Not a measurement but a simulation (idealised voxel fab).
Process module name: voxel transistor to metal
Pictured: cross-section cut, 170 nm wide, on a grid of 5 nm square cells.
When this document writes out a cross-section, it uses a grid of square cells and lists it as bands, beginning at the top and moving down, with a band standing for one or more rows of cells.
A band entry consists of two parts. The first gives the height of the band's top and the height of its bottom, in nm. The rest lists the band's materials from left to right, each with its width in nm. A single material labelled with the word "everywhere" fills the band from edge to edge, and the word "empty" marks empty space.
Note: height 0 marks the level under which the wafer is uniformly one material as received. Lowest band unbounded below, written "0 -> down".
The two numbers in a width such as "30..40" mark its ends across the band: the first belongs to the top row of cells, the second to the bottom row, and from each row to the next the width moves by the same amount.
Any step labelled "nothing changed" changed none of the cells in the cross-section.
The label "Closed-off voids" introduces a list of the empty spaces, 8 cells or larger, that have no open way up to the top; each entry in it reads width x height at distance, where the distance is taken from the left edge and all three are stated in nm.
Past the settings on a step's line: simulator remark, on that step.
Each step line may optionally specify "overlay nm", which for a step with a mask gives the rightward distance between the mask's planned place and where it lay, a negative value indicating the leftward direction.
**So here's the lineup of process steps we planned**
1 op RECEIVE | material Si
2 op OXIDIZE | depth nm 5
3 op CONFORMAL_DEP | material SiN | thk nm 10
4 op MASKED_ETCH | tone cover | mask id ACTIVE | width nm 100 | etch materials SiN | depth nm 10 | overlay nm 0
5 op MASKED_ETCH | tone cover | mask id ACTIVE | width nm 100 | etch materials SiO2 | depth nm 5 | overlay nm 0
6 op MASKED_ETCH | tone cover | mask id ACTIVE | width nm 100 | etch materials Si | depth nm 30 | overlay nm 0
7 op FILL_DEP | material SiO2 | thk nm 10
8 op CMP | height nm 10
9 op SELECTIVE_ETCH | etch materials SiO2 | depth nm 10
10 op STRIP | etch materials SiN
11 op SELECTIVE_ETCH | etch materials SiO2 | depth nm 5
12 op OXIDIZE | depth nm 5
13 op DIRECTIONAL_DEP | material polySi | thk nm 30
14 op DIRECTIONAL_DEP | material SiCN | thk nm 10
15 op PATTERN | tone cover | mask id GATE | material resist | width nm 30 | thk nm 15 | overlay nm 0
16 op DIRECTIONAL_ETCH | etch materials SiCN | depth nm 20
17 op DIRECTIONAL_ETCH | etch materials polySi | depth nm 40
18 op STRIP | etch materials resist
19 op CONFORMAL_DEP | material SiO2 | thk nm 5
20 op DIRECTIONAL_ETCH | etch materials SiO2 | depth nm 5
21 op CONFORMAL_DEP | material SiN | thk nm 10
22 op DIRECTIONAL_ETCH | etch materials SiN | depth nm 10
23 op DIRECTIONAL_ETCH | etch materials SiO2 | depth nm 5
24 op DIRECTIONAL_ETCH | etch materials Si | depth nm 10
25 op EPI | material nSi | thk nm 10
26 op FILL_DEP | material SiO2 | thk nm 10
27 op CMP | height nm 25
28 op STRIP | etch materials polySi
29 op SELECTIVE_ETCH | etch materials SiO2 | depth nm 5
30 op CONFORMAL_DEP | material HfO2 | thk nm 5
31 op CONFORMAL_DEP | material TiN | thk nm 5
32 op FILL_DEP | material W | thk nm 10
33 op CMP | height nm 20
34 op DIRECTIONAL_DEP | material SiO2 | thk nm 15
35 op PATTERN | tone open | mask id CONTACT | material resist | width nm 15 | pitch nm 75 | thk nm 20 | overlay nm 0
36 op DIRECTIONAL_ETCH | etch materials SiO2 | depth nm 45
37 op STRIP | etch materials resist
38 op CONFORMAL_DEP | material TiN | thk nm 5
39 op FILL_DEP | material W | thk nm 5
40 op CMP | height nm 35
41 op CONFORMAL_DEP | material SiN | thk nm 5
42 op DIRECTIONAL_DEP | material lowk | thk nm 20
43 op MASKED_ETCH | tone open | mask id METAL_1 | width nm 15 | pitch nm 75 | etch materials lowk | depth nm 20 | overlay nm 0
44 op MASKED_ETCH | tone open | mask id METAL_1 | width nm 15 | pitch nm 75 | etch materials SiN | depth nm 5 | overlay nm 0
45 op CONFORMAL_DEP | material TiN | thk nm 5
46 op FILL_DEP | material Ru | thk nm 10
47 op CMP | height nm 60
48 op EPI | material Ru | thk nm 5
49 op FILL_DEP | material SiCN | thk nm 5
50 op DIRECTIONAL_DEP | material lowk | thk nm 25
51 op MASKED_ETCH | tone open | mask id METAL_2 | width nm 15 | pitch nm 75 | etch materials lowk | depth nm 15 | overlay nm 0
52 op MASKED_ETCH | tone open | mask id METAL_2_HOLES | width nm 15 | pitch nm 75 | etch materials lowk | depth nm 10 | overlay nm 0
53 op MASKED_ETCH | tone open | mask id METAL_2_HOLES | width nm 15 | pitch nm 75 | etch materials SiCN | depth nm 5 | overlay nm 0
54 op CONFORMAL_DEP | material TiN | thk nm 5
55 op FILL_DEP | material Cu | thk nm 10
56 op CMP | height nm 95
57 op CONFORMAL_DEP | material SiCN | thk nm 5
**as received, after step 1**
* 0 -> down | Si everywhere
* Closed-off voids: none
**Final cross-section, module run with one mistake (start and plan as above)**
* 100 -> 95 | SiCN everywhere
* 95 -> 70 | lowk 40, then TiN 5, then Cu 5, then TiN 5, then lowk 60, then TiN 5, then Cu 5, then TiN 5, then lowk 40
* 70 -> 65 | SiCN 40, then TiN 15, then SiCN 60, then TiN 15, then SiCN 40
* 65 -> 60 | SiCN 35, then Ru 25, then SiCN 50, then Ru 25, then SiCN 35
* 60 -> 40 | lowk 40, then TiN 5, then Ru 5, then TiN 5, then lowk 60, then TiN 5, then Ru 5, then TiN 5, then lowk 40
* 40 -> 35 | SiN 40, then TiN 15, then SiN 60, then TiN 15, then SiN 40
* 35 -> 25 | SiO2 40, then TiN 5, then W 5, then TiN 5, then SiO2 60, then TiN 5, then W 5, then TiN 5, then SiO2 40
* 25 -> 20 | SiO2 40, then TiN 15, then SiO2 60, then TiN 15, then SiO2 40
* 20 -> 0 | W 65, then TiN 5, then HfO2 5, then SiN 20, then HfO2 5, then TiN 5, then W 65
* 0 -> -5 | TiN 70, then HfO2 5, then SiN 20, then HfO2 5, then TiN 70
* -5 -> -10 | HfO2 75, then SiO2 20, then HfO2 75
* -10 -> -35 | SiO2 35, then Si 100, then SiO2 35
* -35 -> down | Si everywhere
* Closed-off voids: none
Deviation from plan: step 15: run off-plan, actual operation and settings op PATTERN | tone open | mask id GATE | material resist | width nm 30 | thk nm 15 | overlay nm 0
